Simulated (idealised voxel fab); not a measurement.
Documented hereafter: the process module known as voxel capacitor over wiring.
Pictured: cross-section cut, 155 nm wide, on a grid of 5 nm square cells.
In this document a cross-section is written as a grid of square cells. It is given as a series of bands, listed from the top down, and a band is one or more rows of cells. Top height, bottom height, nm. Materials left to right, width each, nm. Single material + "throughout" = fills band edge to edge. "air" = empty. Convention: height 0 is the level below which the wafer, as received, is all one material. The lowest band does not terminate at the bottom but continues downward, represented as "0 -> down". It should be noted that a width expressed as "30 to 40" varies in equal increments from row to row of cells within the band, taking the value of the first number at the top row and that of the second number at the bottom row. Where the words "remained unchanged" appear for a step, the cross-section shows no cell changed by that step; every cell remained as before. Enclosed voids (no open way to top), threshold 8 cells or more, entry "Catalogued sealed voids", notation width x height at distance, distance from left edge, nm. On each step's line, the part that comes after the settings is the simulator's own comment on the step. You can add "overlay nm" to a step's line. For a step with a mask, it describes how far the mask lay to the right of its planned position, and a negative number describes a lay to the left.

The following list gives the planned process steps:
- 1: RECEIVE | material Si
- 2: CONFORMAL_DEP | material SiO2 | thk nm 10
- 3: DIRECTIONAL_DEP | material TiN | thk nm 5
- 4: DIRECTIONAL_DEP | material Ru | thk nm 25
- 5: MASKED_ETCH | tone cover | mask id METAL_1 | width nm 30 | pitch nm 85 | etch materials Ru | depth nm 25 | overlay nm 0
- 6: MASKED_ETCH | tone cover | mask id METAL_1 | width nm 30 | pitch nm 85 | etch materials TiN | depth nm 5 | overlay nm 0
- 7: CONFORMAL_DEP | material SiN | thk nm 5
- 8: FILL_DEP | material lowk | thk nm 5
- 9: CMP | height nm 40
- 10: CONFORMAL_DEP | material SiCN | thk nm 5
- 11: DIRECTIONAL_DEP | material SiO2 | thk nm 20
- 12: PATTERN | tone open | mask id PLUG_1 | material resist | width nm 15 | thk nm 20 | overlay nm 0
- 13: DIRECTIONAL_ETCH | etch materials SiO2 | depth nm 20
- 14: DIRECTIONAL_ETCH | etch materials SiCN | depth nm 5
- 15: STRIP | etch materials resist
- 16: EPI | material Ru | thk nm 10
- 17: EPI | material Ru | thk nm 10
- 18: EPI | material Ru | thk nm 5
- 19: DIRECTIONAL_DEP | material TiN | thk nm 10
- 20: DIRECTIONAL_DEP | material Al2O3 | thk nm 5
- 21: DIRECTIONAL_DEP | material TiN | thk nm 10
- 22: MASKED_ETCH | tone cover | mask id UPPER_PLATE | width nm 60 | etch materials TiN | depth nm 10 | overlay nm 0
- 23: MASKED_ETCH | tone cover | mask id UPPER_PLATE | width nm 60 | etch materials Al2O3 | depth nm 5 | overlay nm 0
- 24: MASKED_ETCH | tone cover | mask id LOWER_PLATE | width nm 70 | etch materials TiN | depth nm 10 | overlay nm 0
- 25: FILL_DEP | material SiO2 | thk nm 15
- 26: CMP | height nm 100
- 27: MASKED_ETCH | tone open | mask id PLUG_2 | width nm 15 | etch materials SiO2 | depth nm 10 | overlay nm 0
- 28: CONFORMAL_DEP | material TiN | thk nm 5
- 29: FILL_DEP | material Cu | thk nm 10
- 30: CMP | height nm 100
- 31: CONFORMAL_DEP | material SiCN | thk nm 5

Cross-section: wafer on arrival = after step 1:
> 0 -> down: Si throughout
> Catalogued sealed voids: none

Cross-sectional view of the first of the two wafers upon completion of the module, processed in accordance with the plan:
> 105 -> 100: SiCN throughout
> 100 -> 95: 45 of SiO2, then 5 of TiN, then 5 of Cu, then 5 of TiN, then 95 of SiO2
> 95 -> 90: 45 of SiO2, then 15 of TiN, then 95 of SiO2
> 90 -> 80: 35 of SiO2, then 60 of TiN, then 60 of SiO2
> 80 -> 75: 35 of SiO2, then 60 of Al2O3, then 60 of SiO2
> 75 -> 65: 30 of SiO2, then 70 of TiN, then 55 of SiO2
> 65 -> 45: 35 of SiO2, then 15 of Ru, then 105 of SiO2
> 45 -> 40: 35 of SiCN, then 15 of Ru, then 105 of SiCN
> 40 -> 15: 15 of lowk, then 5 of SiN, then 30 of Ru, then 5 of SiN, then 45 of lowk, then 5 of SiN, then 30 of Ru, then 5 of SiN, then 15 of lowk
> 15 -> 10: 20 of SiN, then 30 of TiN, then 55 of SiN, then 30 of TiN, then 20 of SiN
> 10 -> 0: SiO2 throughout
> 0 -> down: Si throughout
> Catalogued sealed voids: none

This is the second of the two wafers, cross-sectioned at the end of the module; it started exactly like the first and was given the same plan, but it was run with one mistake:
> 105 -> 100: SiCN throughout
> 100 -> 95: 45 of SiO2, then 5 of TiN, then 5 of Cu, then 5 of TiN, then 95 of SiO2
> 95 -> 90: 45 of SiO2, then 15 of TiN, then 95 of SiO2
> 90 -> 80: 35 of SiO2, then 60 of TiN, then 60 of SiO2
> 80 -> 75: 35 of SiO2, then 60 of Al2O3, then 60 of SiO2
> 75 -> 65: 30 of SiO2, then 70 of TiN, then 55 of SiO2
> 65 -> 45: 35 of SiO2, then 15 of Ru, then 105 of SiO2
> 45 -> 40: 35 of SiCN, then 15 of Ru, then 105 of SiCN
> 40 -> 35: 20 of SiN, then 30 of TiN, then 55 of SiN, then 30 of TiN, then 20 of SiN
> 35 -> 10: Ru throughout
> 10 -> 0: SiO2 throughout
> 0 -> down: Si throughout
> Catalogued sealed voids: none
Short version of what went wrong: steps 3 and 4 of the plan were run in the wrong order, each in the other's place
Final comparison by cell count, materials where the second wafer has more or fewer than the first: 95 more of Ru | 20 fewer of SiN | 75 fewer of lowk
